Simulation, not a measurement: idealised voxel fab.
A process module follows: voxel transistor to metal.
This is section cut - it's 150 nm across, gridded in 5 nm square cells.
Cross-section format: a grid of square cells, given as bands from top to bottom; each band is one or more rows of cells. First you get the band's top height and its bottom height, in nm, and then the materials it's made of, left to right, with each width in nm. If you see a single material with "edge to edge", that one covers the band edge to edge. "blank" is empty space. Note: height 0 marks the level under which the wafer is uniformly one material as received. Lowest band unbounded below, written "0 -> down". Width spec "30..40" -> top row of cells at first value, bottom row at second value, equal per-row change in between. Given "no alterations made" for a step, no cell of the cross-section differs between before and after that step. This entry, "Non-vented voids", enumerates those empty regions of no fewer than 8 cells that possess no open connection to the top. Each region is reported in the form width x height at distance, the distance being taken from the left edge, with all three quantities expressed in nm. Step line, after settings: the simulator's comment on this step. For masked steps, "overlay nm" on the step line gives how far right of plan the mask actually lay; a minus sign means it lay to the left.
This section lists the process steps that were planned
- 1: RECEIVE,material Si
- 2: OXIDIZE,depth nm 5
- 3: CONFORMAL_DEP,material SiN,thk nm 10
- 4: MASKED_ETCH,tone cover,mask id ACTIVE,width nm 115,etch materials SiN,depth nm 10,overlay nm 0
- 5: MASKED_ETCH,tone cover,mask id ACTIVE,width nm 115,etch materials SiO2,depth nm 5,overlay nm 0
- 6: MASKED_ETCH,tone cover,mask id ACTIVE,width nm 115,etch materials Si,depth nm 25,overlay nm 0
- 7: OXIDIZE,depth nm 5
- 8: FILL_DEP,material SiO2,thk nm 10
- 9: CMP,height nm 10
- 10: SELECTIVE_ETCH,etch materials SiO2,depth nm 5
- 11: STRIP,etch materials SiN
- 12: SELECTIVE_ETCH,etch materials SiO2,depth nm 5
- 13: OXIDIZE,depth nm 5
- 14: DIRECTIONAL_DEP,material polySi,thk nm 30
- 15: DIRECTIONAL_DEP,material SiCN,thk nm 15
- 16: DIRECTIONAL_DEP,material aC,thk nm 15
- 17: PATTERN,tone cover,mask id GATE,material resist,width nm 25,thk nm 35,overlay nm 0
- 18: DIRECTIONAL_ETCH,etch materials aC,depth nm 15
- 19: STRIP,etch materials resist
- 20: DIRECTIONAL_ETCH,etch materials SiCN,depth nm 25
- 21: DIRECTIONAL_ETCH,etch materials polySi,depth nm 40
- 22: STRIP,etch materials aC
- 23: CONFORMAL_DEP,material SiN,thk nm 5
- 24: DIRECTIONAL_ETCH,etch materials SiN,depth nm 5
- 25: DIRECTIONAL_ETCH,etch materials SiO2,depth nm 5
- 26: EPI,material nSi,thk nm 5
- 27: FILL_DEP,material SiO2,thk nm 10
- 28: CMP,height nm 25
- 29: STRIP,etch materials polySi
- 30: SELECTIVE_ETCH,etch materials SiO2,depth nm 5
- 31: CONFORMAL_DEP,material HfO2,thk nm 5
- 32: CONFORMAL_DEP,material TiN,thk nm 5
- 33: FILL_DEP,material W,thk nm 5
- 34: CMP,height nm 20
- 35: DIRECTIONAL_DEP,material SiO2,thk nm 10
- 36: DIRECTIONAL_DEP,material aC,thk nm 10
- 37: PATTERN,tone open,mask id CONTACT,material resist,width nm 20,pitch nm 85,thk nm 25,overlay nm 0
- 38: DIRECTIONAL_ETCH,etch materials aC,depth nm 10
- 39: STRIP,etch materials resist
- 40: DIRECTIONAL_ETCH,etch materials SiO2,depth nm 35
- 41: STRIP,etch materials aC
- 42: CONFORMAL_DEP,material TiN,thk nm 5
- 43: FILL_DEP,material W,thk nm 10
- 44: CMP,height nm 30
- 45: DIRECTIONAL_DEP,material TiN,thk nm 5
- 46: DIRECTIONAL_DEP,material W,thk nm 15
- 47: DIRECTIONAL_DEP,material aC,thk nm 15
- 48: PATTERN,tone cover,mask id METAL_1,material resist,width nm 20,pitch nm 85,thk nm 30,overlay nm 0
- 49: DIRECTIONAL_ETCH,etch materials aC,depth nm 15
- 50: STRIP,etch materials resist
- 51: DIRECTIONAL_ETCH,etch materials W,depth nm 15
- 52: DIRECTIONAL_ETCH,etch materials TiN,depth nm 5
- 53: STRIP,etch materials aC
- 54: CONFORMAL_DEP,material SiCN,thk nm 5
- 55: FILL_DEP,material lowk,thk nm 10
- 56: CMP,height nm 50
- 57: CONFORMAL_DEP,material SiCN,thk nm 5
- 58: DIRECTIONAL_DEP,material lowk,thk nm 35
- 59: PATTERN,tone open,mask id METAL_2,material resist,width nm 20,pitch nm 85,thk nm 20,overlay nm 0
- 60: DIRECTIONAL_ETCH,etch materials lowk,depth nm 20
- 61: STRIP,etch materials resist
- 62: DIRECTIONAL_DEP,material aC,thk nm 15
- 63: PATTERN,tone open,mask id METAL_2_HOLES,material resist,width nm 15,pitch nm 85,thk nm 35,overlay nm 0
- 64: DIRECTIONAL_ETCH,etch materials aC,depth nm 15
- 65: STRIP,etch materials resist
- 66: DIRECTIONAL_ETCH,etch materials lowk,depth nm 15
- 67: DIRECTIONAL_ETCH,etch materials SiCN,depth nm 5
- 68: STRIP,etch materials aC
- 69: CONFORMAL_DEP,material TiN,thk nm 5
- 70: FILL_DEP,material Cu,thk nm 10
- 71: CMP,height nm 90
- 72: CONFORMAL_DEP,material SiCN,thk nm 5
Wafer at receipt (post step 1), cross-section
* 0 -> down: Si edge to edge
* Non-vented voids: none
First of two wafers: cross-section at end of module, run per plan
* 95 -> 90: SiCN edge to edge
* 90 -> 75: lowk (20) | TiN (5) | Cu (10) | TiN (5) | lowk (65) | TiN (5) | Cu (10) | TiN (5) | lowk (25)
* 75 -> 70: lowk (20) | TiN (5) | Cu (5) | TiN (10) | lowk (65) | TiN (5) | Cu (5) | TiN (10) | lowk (25)
* 70 -> 55: lowk (20) | TiN (5) | Cu (5) | TiN (5) | lowk (70) | TiN (5) | Cu (5) | TiN (5) | lowk (30)
* 55 -> 50: SiCN (20) | TiN (15) | SiCN (70) | TiN (15) | SiCN (30)
* 50 -> 35: lowk (15) | SiCN (5) | W (20) | SiCN (5) | lowk (55) | SiCN (5) | W (20) | SiCN (5) | lowk (20)
* 35 -> 30: SiCN (20) | TiN (20) | SiCN (65) | TiN (20) | SiCN (25)
* 30 -> 20: SiO2 (20) | TiN (5) | W (10) | TiN (5) | SiO2 (65) | TiN (5) | W (10) | TiN (5) | SiO2 (25)
* 20 -> 0: SiO2 (20) | TiN (5) | W (10) | TiN (5) | SiO2 (15) | SiN (5) | HfO2 (5) | TiN (5) | W (5) | TiN (5) | HfO2 (5) | SiN (5) | SiO2 (15) | TiN (5) | W (10) | TiN (5) | SiO2 (25)
* 0 -> -5: SiO2 (10) | SiN (5) | SiO2 (5) | TiN (20) | SiO2 (15) | SiN (5) | HfO2 (5) | TiN (15) | HfO2 (5) | SiN (5) | SiO2 (15) | TiN (20) | SiO2 (5) | SiN (5) | SiO2 (15)
* -5 -> -10: SiO2 (15) | nSi (40) | HfO2 (35) | nSi (40) | SiO2 (20)
* -10 -> -35: SiO2 (20) | Si (105) | SiO2 (25)
* -35 -> down: Si edge to edge
* Non-vented voids: none
Cross-section, wafer two of two, end of module: same start and plan as wafer one, one error in execution
* 95 -> 90: SiCN edge to edge
* 90 -> 75: lowk (20) | TiN (5) | Cu (10) | TiN (5) | lowk (65) | TiN (5) | Cu (10) | TiN (5) | lowk (25)
* 75 -> 70: lowk (20) | TiN (5) | Cu (5) | TiN (10) | lowk (65) | TiN (5) | Cu (5) | TiN (10) | lowk (25)
* 70 -> 55: lowk (20) | TiN (5) | Cu (5) | TiN (5) | lowk (70) | TiN (5) | Cu (5) | TiN (5) | lowk (30)
* 55 -> 50: SiCN (20) | TiN (15) | SiCN (70) | TiN (15) | SiCN (30)
* 50 -> 35: lowk (15) | SiCN (5) | W (20) | SiCN (5) | lowk (55) | SiCN (5) | W (20) | SiCN (5) | lowk (20)
* 35 -> 30: SiCN (20) | TiN (20) | SiCN (65) | TiN (20) | SiCN (25)
* 30 -> 20: SiO2 (20) | TiN (5) | W (10) | TiN (5) | SiO2 (65) | TiN (5) | W (10) | TiN (5) | SiO2 (25)
* 20 -> 0: SiO2 (20) | TiN (5) | W (10) | TiN (5) | SiO2 (15) | SiN (5) | HfO2 (5) | TiN (5) | W (5) | TiN (5) | HfO2 (5) | SiN (5) | SiO2 (15) | TiN (5) | W (10) | TiN (5) | SiO2 (25)
* 0 -> -5: SiO2 (5) | SiN (5) | SiO2 (10) | TiN (20) | SiO2 (15) | SiN (5) | HfO2 (5) | TiN (15) | HfO2 (5) | SiN (5) | SiO2 (15) | TiN (20) | SiO2 (10) | SiN (5) | SiO2 (10)
* -5 -> -10: SiO2 (5) | SiN (5) | SiO2 (5) | SiN (5) | nSi (35) | HfO2 (35) | nSi (35) | SiN (5) | SiO2 (5) | SiN (5) | SiO2 (10)
* -10 -> -15: SiO2 (25) | Si (95) | SiO2 (30)
* -15 -> -35: SiO2 (20) | Si (105) | SiO2 (25)
* -35 -> down: Si edge to edge
* Non-vented voids: none
Heads up, the wafer didn't run the way we planned it: contrary to the plan, steps 10 and 11 were processed in exchanged order
Looking at both finished wafers in cells, the second ends up ahead of or behind the first on some materials: -2 Si | +4 SiN | -2 nSi
